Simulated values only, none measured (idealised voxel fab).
Presented below is a process module, voxel wiring stack.
For reference, the cross-section in this document is cut, with width 265 nm and square cells of 5 nm.
In this document a cross-section is written as a grid of square cells. It is given as a series of bands, listed from the top down, and a band is one or more rows of cells. A band entry consists of two parts. The first gives the height of the band's top and the height of its bottom, in nm. The rest lists the band's materials from left to right, each with its width in nm. A single material labelled with the word "throughout" fills the band from edge to edge, and the word "empty" marks empty space. Convention: height 0 is the level below which the wafer, as received, is all one material. The lowest band does not terminate at the bottom but continues downward, represented as "top 0, no bottom". Width "30->40": first value at the band's top row of cells, second value at its bottom row, equal change from row to row. The cross-section has no changed cell in any step marked "same as before". Listed in "Closed void roster": every empty space of 8 or more cells without an open way to the top. Form: width x height at distance, the distance being from the left edge, all in nm. Formally, on a step line, whatever follows the settings is a remark that the simulator itself makes on the step. "overlay nm", when on a step's line for a step with a mask, measures how far to the right of its planned place the mask lay; a negative measure means to the left.

[Process steps (planned)]
1) RECEIVE with material Si
2) CONFORMAL_DEP with material SiO2, thk nm 15
3) DIRECTIONAL_DEP with material TiN, thk nm 5
4) DIRECTIONAL_DEP with material Ru, thk nm 25
5) MASKED_ETCH with tone cover, mask id METAL_1, width nm 25, pitch nm 45, etch materials Ru, depth nm 25, overlay nm 0
6) MASKED_ETCH with tone cover, mask id METAL_1, width nm 25, pitch nm 45, etch materials TiN, depth nm 5, overlay nm 0
7) CONFORMAL_DEP with material SiN, thk nm 5
8) FILL_DEP with material SiO2, thk nm 5
9) CMP with height nm 35
10) CONFORMAL_DEP with material SiCN, thk nm 5
11) DIRECTIONAL_DEP with material lowk, thk nm 30
12) MASKED_ETCH with tone open, mask id METAL_2, width nm 25, pitch nm 45, etch materials lowk, depth nm 15, overlay nm 0
13) DIRECTIONAL_DEP with material aC, thk nm 10
14) PATTERN with tone open, mask id METAL_2_HOLES, material resist, width nm 15, pitch nm 45, thk nm 30, overlay nm 0
15) DIRECTIONAL_ETCH with etch materials aC, depth nm 10
16) STRIP with etch materials resist
17) DIRECTIONAL_ETCH with etch materials lowk, depth nm 15
18) DIRECTIONAL_ETCH with etch materials SiCN, depth nm 5
19) STRIP with etch materials aC
20) CONFORMAL_DEP with material TiN, thk nm 5
21) FILL_DEP with material Cu, thk nm 5
22) CMP with height nm 80
23) CONFORMAL_DEP with material SiCN, thk nm 5
24) DIRECTIONAL_DEP with material SiO2, thk nm 25
25) MASKED_ETCH with tone open, mask id METAL_3_HOLES, width nm 15, pitch nm 45, etch materials SiO2, depth nm 25, overlay nm 0
26) DIRECTIONAL_DEP with material aC, thk nm 15
27) PATTERN with tone open, mask id METAL_3, material resist, width nm 25, pitch nm 45, thk nm 35, overlay nm 0
28) DIRECTIONAL_ETCH with etch materials aC, depth nm 15
29) STRIP with etch materials resist
30) DIRECTIONAL_ETCH with etch materials SiO2, depth nm 15
31) DIRECTIONAL_ETCH with etch materials SiCN, depth nm 5
32) STRIP with etch materials aC
33) CONFORMAL_DEP with material TiN, thk nm 5
34) FILL_DEP with material Cu, thk nm 5
35) CMP with height nm 110
36) CONFORMAL_DEP with material SiCN, thk nm 5
37) DIRECTIONAL_DEP with material lowk, thk nm 30
38) MASKED_ETCH with tone open, mask id METAL_4, width nm 25, pitch nm 45, etch materials lowk, depth nm 20, overlay nm 0
39) PATTERN with tone open, mask id METAL_4_HOLES, material resist, width nm 15, pitch nm 45, thk nm 15, overlay nm 0
40) DIRECTIONAL_ETCH with etch materials lowk, depth nm 10
41) DIRECTIONAL_ETCH with etch materials SiCN, depth nm 5
42) STRIP with etch materials resist
43) CONFORMAL_DEP with material TiN, thk nm 5
44) FILL_DEP with material Cu, thk nm 10
45) CMP with height nm 145
46) CONFORMAL_DEP with material SiN, thk nm 5
Where the wafers of this document differ is in the height nm of step 9; they start out the same, and the plan states the value that applied to the first wafer.

[Here's the first of the wafers in cross-section, just as we got it, i.e. after step 1]
top 0, no bottom  Si throughout
Closed void roster: none

[For your reference, the table is organized with a row per wafer; each row reflects the wafer at the end of the module, indicating for each material the cells gained (+) or lost (-) since receipt, and thereafter its closed voids]
height nm 35; +155 Cu; +45 Ru; +132 SiCN; +109 SiN; +457 SiO2; +206 TiN; +486 lowk; Closed void roster: none
height nm 40; +102 Cu; +60 Ru; +132 SiCN; +115 SiN; +489 SiO2; +206 TiN; +486 lowk; Closed void roster: none
height nm 45; +93 Cu; +75 Ru; +132 SiCN; +121 SiN; +521 SiO2; +162 TiN; +486 lowk; Closed void roster: none
height nm 50; +84 Cu; +75 Ru; +132 SiCN; +142 SiN; +553 SiO2; +156 TiN; +448 lowk; Closed void roster: none
height nm 55; +75 Cu; +75 Ru; +132 SiCN; +142 SiN; +606 SiO2; +150 TiN; +410 lowk; Closed void roster: none
